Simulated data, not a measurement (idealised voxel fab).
Documented hereafter: the process module known as voxel fin reveal.
This is section cut - it's 220 nm across, gridded in 5 nm square cells.
Cross-sections here: square-cell grids, written as top-down lists of bands, a band being one or more rows of cells. It is stipulated that each band's entry specify, in nanometres, the height of the top of the band and then that of its bottom, followed by the materials of the band in left-to-right sequence, each together with its width in nanometres. A single material marked by the word "edge to edge" is understood to fill the band from edge to edge; the word "empty" is understood to denote empty space. Counting heights begins at 0, where everything beneath is, in the wafer as received, one material. The lowest band has no bottom; it goes on downwards, as "from 0 down" shows. The notation "30->40" denotes a width that varies across the rows of cells in the band, beginning at the first number in the top row, finishing at the second number in the bottom row, and changing by an identical amount from each row to the next. "remained unchanged" for a step: no cell of the cross-section changed in that step. Look at "Enclosed cavities" for the closed voids: empty spaces with no open path to the top, sized 8 cells or up. Each is width x height at distance, distance from the left edge, all nm. It should be noted that, on the line of a given step, the content following the step's settings is a remark produced by the simulator itself with respect to that step. What "overlay nm" on a step's line means: if the step has a mask, that mask lay this far to the right of its planned place, or, when the value is negative, to the left.

The planned process steps are enumerated hereunder
step 1: op RECEIVE | material Si
step 2: op CONFORMAL_DEP | material SiN | thk nm 10
step 3: op MASKED_ETCH | tone cover | mask id FINS | width nm 15 | pitch nm 40 | etch materials SiN | depth nm 10 | overlay nm 0
step 4: op MASKED_ETCH | tone cover | mask id FINS | width nm 15 | pitch nm 40 | etch materials Si | depth nm 40 | overlay nm 0
step 5: op OXIDIZE | depth nm 5
step 6: op FILL_DEP | material SiO2 | thk nm 5
step 7: op CMP | height nm 10
step 8: op SELECTIVE_ETCH | etch materials SiO2 | depth nm 40
step 9: op STRIP | etch materials SiN

Wafer cross-section on receipt, i.e. after step 1
> from 0 down = Si edge to edge
> Enclosed cavities: none

Final wafer profile in cross-section after the module, from the same start and plan as above, with one mistake made during processing
> from 10 to 0 = empty: 40 / SiN: 15 / empty: 25 / SiN: 15 / empty: 25 / SiN: 15 / empty: 25 / SiN: 15 / empty: 45
> from 0 to -30 = empty: 45 / Si: 5 / empty: 35 / Si: 5 / empty: 35 / Si: 5 / empty: 35 / Si: 5 / empty: 50
> from -30 to -45 = SiO2: 45 / Si: 5 / SiO2: 35 / Si: 5 / SiO2: 35 / Si: 5 / SiO2: 35 / Si: 5 / SiO2: 50
> from -45 down = Si edge to edge
> Enclosed cavities: none
Error vs. plan: plan step 9 was not performed, having been skipped
